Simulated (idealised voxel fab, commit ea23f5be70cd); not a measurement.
The process module that follows is named voxel transistor to metal.
Displayed cross-section: cut, width of 210 nm, square cells sized 5 nm.
Format of a cross-section: grid, square cells. Given as bands. Order: top down. Band: one or more rows of cells.
Look at the band entry: it leads with the top's height and the bottom's height in nm. Then it lists the materials left to right, with a width in nm for each. The word "throughout" on a single material says that material fills the band edge to edge. The word "blank" is empty space.
Height is counted from the level 0, under which the received wafer is composed throughout of one material. The lowest of the bands is not closed at the bottom but continues downward, in the notation "0 and below".
The expression "30->40" gives the width at the extremes of the band, the first number at its top row of cells and the second at its bottom row, with the width changing by equal amounts from each row to the next in between.
Basically "no alteration" means that step didn't change any cell in the cross-section.
The label "Unvented cavities" introduces a list of the empty spaces, 8 cells or larger, that have no open way up to the top; each entry in it reads width x height at distance, where the distance is taken from the left edge and all three are stated in nm.
after a step's settings: what the simulator itself notes on the step
Regarding "overlay nm": on a step with a mask, it is the distance the mask lay to the right of its planned place; a negative value places it to the left.
**Steps planned for the process**
1: RECEIVE, material Si
2: OXIDIZE, depth nm 5
3: CONFORMAL_DEP, material SiN, thk nm 10
4: DIRECTIONAL_DEP, material aC, thk nm 10
5: PATTERN, tone cover, mask id ACTIVE, material resist, width nm 120, thk nm 25, overlay nm 0
6: DIRECTIONAL_ETCH, etch materials aC, depth nm 10
7: STRIP, etch materials resist
8: DIRECTIONAL_ETCH, etch materials SiN, depth nm 10
9: DIRECTIONAL_ETCH, etch materials SiO2, depth nm 5
10: DIRECTIONAL_ETCH, etch materials Si, depth nm 30
11: STRIP, etch materials aC
12: OXIDIZE, depth nm 5
13: FILL_DEP, material SiO2, thk nm 5
14: CMP, height nm 10
15: SELECTIVE_ETCH, etch materials SiO2, depth nm 5
16: STRIP, etch materials SiN
17: SELECTIVE_ETCH, etch materials SiO2, depth nm 5
18: OXIDIZE, depth nm 5
19: DIRECTIONAL_DEP, material polySi, thk nm 20
20: DIRECTIONAL_DEP, material SiCN, thk nm 10
21: DIRECTIONAL_DEP, material aC, thk nm 10
22: PATTERN, tone cover, mask id GATE, material resist, width nm 30, thk nm 30, overlay nm 0
23: DIRECTIONAL_ETCH, etch materials aC, depth nm 10
24: STRIP, etch materials resist
25: DIRECTIONAL_ETCH, etch materials SiCN, depth nm 20
26: DIRECTIONAL_ETCH, etch materials polySi, depth nm 30
27: STRIP, etch materials aC
28: CONFORMAL_DEP, material SiO2, thk nm 5
29: DIRECTIONAL_ETCH, etch materials SiO2, depth nm 5
30: CONFORMAL_DEP, material SiN, thk nm 10
31: DIRECTIONAL_ETCH, etch materials SiN, depth nm 10
32: DIRECTIONAL_ETCH, etch materials SiO2, depth nm 5
33: DIRECTIONAL_ETCH, etch materials Si, depth nm 5
34: EPI, material pSi, thk nm 10
35: FILL_DEP, material SiO2, thk nm 10
36: CMP, height nm 15
37: STRIP, etch materials polySi
38: SELECTIVE_ETCH, etch materials SiO2, depth nm 5
39: CONFORMAL_DEP, material HfO2, thk nm 5
40: CONFORMAL_DEP, material TiN, thk nm 5
41: FILL_DEP, material W, thk nm 10
42: CMP, height nm 10
43: DIRECTIONAL_DEP, material SiO2, thk nm 15
44: DIRECTIONAL_DEP, material aC, thk nm 15
45: PATTERN, tone open, mask id CONTACT, material resist, width nm 15, pitch nm 85, thk nm 35, overlay nm 0
46: DIRECTIONAL_ETCH, etch materials aC, depth nm 15
47: STRIP, etch materials resist
48: DIRECTIONAL_ETCH, etch materials SiO2, depth nm 25
49: STRIP, etch materials aC
50: CONFORMAL_DEP, material TiN, thk nm 5
51: FILL_DEP, material W, thk nm 10
52: CMP, height nm 25
53: CONFORMAL_DEP, material SiN, thk nm 5
54: DIRECTIONAL_DEP, material SiO2, thk nm 20
55: MASKED_ETCH, tone open, mask id METAL_1, width nm 15, pitch nm 85, etch materials SiO2, depth nm 20, overlay nm 0
56: MASKED_ETCH, tone open, mask id METAL_1, width nm 15, pitch nm 85, etch materials SiN, depth nm 5, overlay nm 0
57: CONFORMAL_DEP, material TiN, thk nm 5
58: FILL_DEP, material Cu, thk nm 10
59: CMP, height nm 50
60: CONFORMAL_DEP, material SiCN, thk nm 5
61: DIRECTIONAL_DEP, material SiO2, thk nm 25
62: DIRECTIONAL_DEP, material aC, thk nm 10
63: PATTERN, tone open, mask id METAL_2, material resist, width nm 15, pitch nm 85, thk nm 30, overlay nm 0
64: DIRECTIONAL_ETCH, etch materials aC, depth nm 10
65: STRIP, etch materials resist
66: DIRECTIONAL_ETCH, etch materials SiO2, depth nm 15
67: STRIP, etch materials aC
68: PATTERN, tone open, mask id METAL_2_HOLES, material resist, width nm 15, pitch nm 85, thk nm 15, overlay nm 0
69: DIRECTIONAL_ETCH, etch materials SiO2, depth nm 10
70: DIRECTIONAL_ETCH, etch materials SiCN, depth nm 5
71: STRIP, etch materials resist
72: CONFORMAL_DEP, material TiN, thk nm 5
73: FILL_DEP, material Cu, thk nm 5
74: CMP, height nm 80
75: CONFORMAL_DEP, material SiN, thk nm 5
**Cross-section of the wafer upon arrival, representing the state reached after step 1**
    0 and below = Si throughout
    Unvented cavities: none
**First of two wafers at the end of the module, shown in cross-section; run carried out as planned**
    85 down to 80 = SiN throughout
    80 down to 55 = 55 nm SiO2  5 nm TiN  5 nm Cu  5 nm TiN  70 nm SiO2  5 nm TiN  5 nm Cu  5 nm TiN  55 nm SiO2
    55 down to 50 = 55 nm SiCN  15 nm TiN  70 nm SiCN  15 nm TiN  55 nm SiCN
    50 down to 30 = 55 nm SiO2  5 nm TiN  5 nm Cu  5 nm TiN  70 nm SiO2  5 nm TiN  5 nm Cu  5 nm TiN  55 nm SiO2
    30 down to 25 = 55 nm SiN  15 nm TiN  70 nm SiN  15 nm TiN  55 nm SiN
    25 down to 10 = 55 nm SiO2  5 nm TiN  5 nm W  5 nm TiN  70 nm SiO2  5 nm TiN  5 nm W  5 nm TiN  55 nm SiO2
    10 down to 5 = 55 nm SiO2  5 nm TiN  5 nm W  5 nm TiN  5 nm SiO2  10 nm SiN  5 nm HfO2  5 nm TiN  20 nm W  5 nm TiN  5 nm HfO2  10 nm SiN  5 nm SiO2  5 nm TiN  5 nm W  5 nm TiN  55 nm SiO2
    5 down to 0 = 55 nm SiO2  15 nm TiN  5 nm SiO2  10 nm SiN  5 nm HfO2  5 nm TiN  20 nm W  5 nm TiN  5 nm HfO2  10 nm SiN  5 nm SiO2  15 nm TiN  55 nm SiO2
    0 down to -5 = 45 nm SiO2  10 nm SiN  20 nm pSi  10 nm SiN  5 nm HfO2  30 nm TiN  5 nm HfO2  10 nm SiN  20 nm pSi  10 nm SiN  45 nm SiO2
    -5 down to -10 = 55 nm SiO2  20 nm pSi  10 nm SiO2  40 nm HfO2  10 nm SiO2  20 nm pSi  55 nm SiO2
    -10 down to -15 = 50 nm SiO2  5 nm Si  20 nm pSi  60 nm Si  20 nm pSi  5 nm Si  50 nm SiO2
    -15 down to -40 = 50 nm SiO2  110 nm Si  50 nm SiO2
    -40 and below = Si throughout
    Unvented cavities: none
**Wafer two, sectioned after the module: the first wafer's start, the first wafer's plan, and one mistake in how it was run**
    85 down to 80 = SiN throughout
    80 down to 55 = 55 nm SiO2  5 nm TiN  5 nm Cu  5 nm TiN  70 nm SiO2  5 nm TiN  5 nm Cu  5 nm TiN  55 nm SiO2
    55 down to 50 = 55 nm SiCN  15 nm TiN  70 nm SiCN  15 nm TiN  55 nm SiCN
    50 down to 35 = 55 nm SiO2  5 nm TiN  10 nm Cu  5 nm TiN  65 nm SiO2  5 nm TiN  10 nm Cu  5 nm TiN  50 nm SiO2
    35 down to 30 = 55 nm SiO2  5 nm TiN  5 nm Cu  10 nm TiN  65 nm SiO2  5 nm TiN  5 nm Cu  10 nm TiN  50 nm SiO2
    30 down to 25 = 55 nm SiN  15 nm TiN  70 nm SiN  15 nm TiN  55 nm SiN
    25 down to 10 = 55 nm SiO2  5 nm TiN  5 nm W  5 nm TiN  70 nm SiO2  5 nm TiN  5 nm W  5 nm TiN  55 nm SiO2
    10 down to 5 = 55 nm SiO2  5 nm TiN  5 nm W  5 nm TiN  5 nm SiO2  10 nm SiN  5 nm HfO2  5 nm TiN  20 nm W  5 nm TiN  5 nm HfO2  10 nm SiN  5 nm SiO2  5 nm TiN  5 nm W  5 nm TiN  55 nm SiO2
    5 down to 0 = 55 nm SiO2  15 nm TiN  5 nm SiO2  10 nm SiN  5 nm HfO2  5 nm TiN  20 nm W  5 nm TiN  5 nm HfO2  10 nm SiN  5 nm SiO2  15 nm TiN  55 nm SiO2
    0 down to -5 = 45 nm SiO2  10 nm SiN  20 nm pSi  10 nm SiN  5 nm HfO2  30 nm TiN  5 nm HfO2  10 nm SiN  20 nm pSi  10 nm SiN  45 nm SiO2
    -5 down to -10 = 55 nm SiO2  20 nm pSi  10 nm SiO2  40 nm HfO2  10 nm SiO2  20 nm pSi  55 nm SiO2
    -10 down to -15 = 50 nm SiO2  5 nm Si  20 nm pSi  60 nm Si  20 nm pSi  5 nm Si  50 nm SiO2
    -15 down to -40 = 50 nm SiO2  110 nm Si  50 nm SiO2
    -40 and below = Si throughout
    Unvented cavities: none
The mistake made against the process plan was this: step 55 ran as: MASKED_ETCH, tone open, mask id METAL_1, width nm 20, pitch nm 85, etch materials SiO2, depth nm 20, overlay nm 0
End check, counted in cells, second wafer has more or fewer of these materials than the first: 6 more of Cu; 8 fewer of SiO2; 2 more of TiN
